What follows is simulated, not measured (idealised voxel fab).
This section sets out a process module, namely voxel released beams.
Cross-section cut spans 205 nm and uses square cells 5 nm in size.
Throughout this document, each cross-section is represented as a grid of square cells and is presented as a sequence of bands enumerated from the top downward, where a band comprises one or more rows of cells. Heights first: top, then bottom, in nm. Then materials, left to right, each with a width in nm. "everywhere" on a single material: fills the band edge to edge. "empty": empty space. Where do heights start? At 0: under that level the wafer as delivered is made of one material only. And the lowest band has no floor; it just carries on downward, as in "from 0 down". The two numbers in a width such as "30..40" mark its ends across the band: the first belongs to the top row of cells, the second to the bottom row, and from each row to the next the width moves by the same amount. "remained the same" for a step: no cell of the cross-section changed in that step. "Closed void register" contains a list of empty spaces, each no smaller than 8 cells and without an open way to the top, written in the form width x height at distance with the distance from the left edge and all three in nm. Whatever follows a step's settings on its line is a remark the simulator itself makes about that step. overlay nm: for a step with a mask, the amount by which the mask lay right of where it was planned; a negative amount means left of it.
Below is the list of planned process steps
1,RECEIVE (material Si)
2,CONFORMAL_DEP (material SiN; thk nm 10)
3,DIRECTIONAL_DEP (material SiO2; thk nm 15)
4,MASKED_ETCH (tone open; mask id ANCHOR; width nm 45; etch materials SiO2; depth nm 15; overlay nm -15)
5,CONFORMAL_DEP (material TiN; thk nm 15)
6,MASKED_ETCH (tone cover; mask id BEAM; width nm 95; etch materials TiN; depth nm 15; overlay nm 0)
7,STRIP (etch materials SiO2)
For this document, wafers share an identical start and vary in the step 4 overlay nm; the plan quotes the first wafer's value.
This is how the first of several wafers looked in cross-section when it arrived, which is after step 1
- from 0 down  Si everywhere
- Closed void register: none
Cross-section of the first of several wafers, taken after step 7, where the module ends
- from 40 to 25  50 nm empty / 5 nm TiN / 15 nm empty / 75 nm TiN / 60 nm empty
- from 25 to 10  40 nm empty / 45 nm TiN / 120 nm empty
- from 10 to 0  SiN everywhere
- from 0 down  Si everywhere
- Closed void register: none
The final wafer, sectioned at module end
- from 40 to 25  50 nm empty / 35 nm TiN / 15 nm empty / 45 nm TiN / 60 nm empty
- from 25 to 10  70 nm empty / 45 nm TiN / 90 nm empty
- from 10 to 0  SiN everywhere
- from 0 down  Si everywhere
- Closed void register: none
What follows is a table in which each wafer occupies a row; for the wafer as it stands at the close of the module, the row states, material by material, how many cells have been gained (+) or lost (-) since receipt, and then gives its closed voids
overlay nm -15; +82 SiN; +75 TiN; Closed void register: none
overlay nm -10; +82 SiN; +75 TiN; Closed void register: none
overlay nm -5; +82 SiN; +75 TiN; Closed void register: none
overlay nm 0; +82 SiN; +75 TiN; Closed void register: none
overlay nm 5; +82 SiN; +75 TiN; Closed void register: none
overlay nm 10; +82 SiN; +75 TiN; Closed void register: none
overlay nm 15; +82 SiN; +75 TiN; Closed void register: none
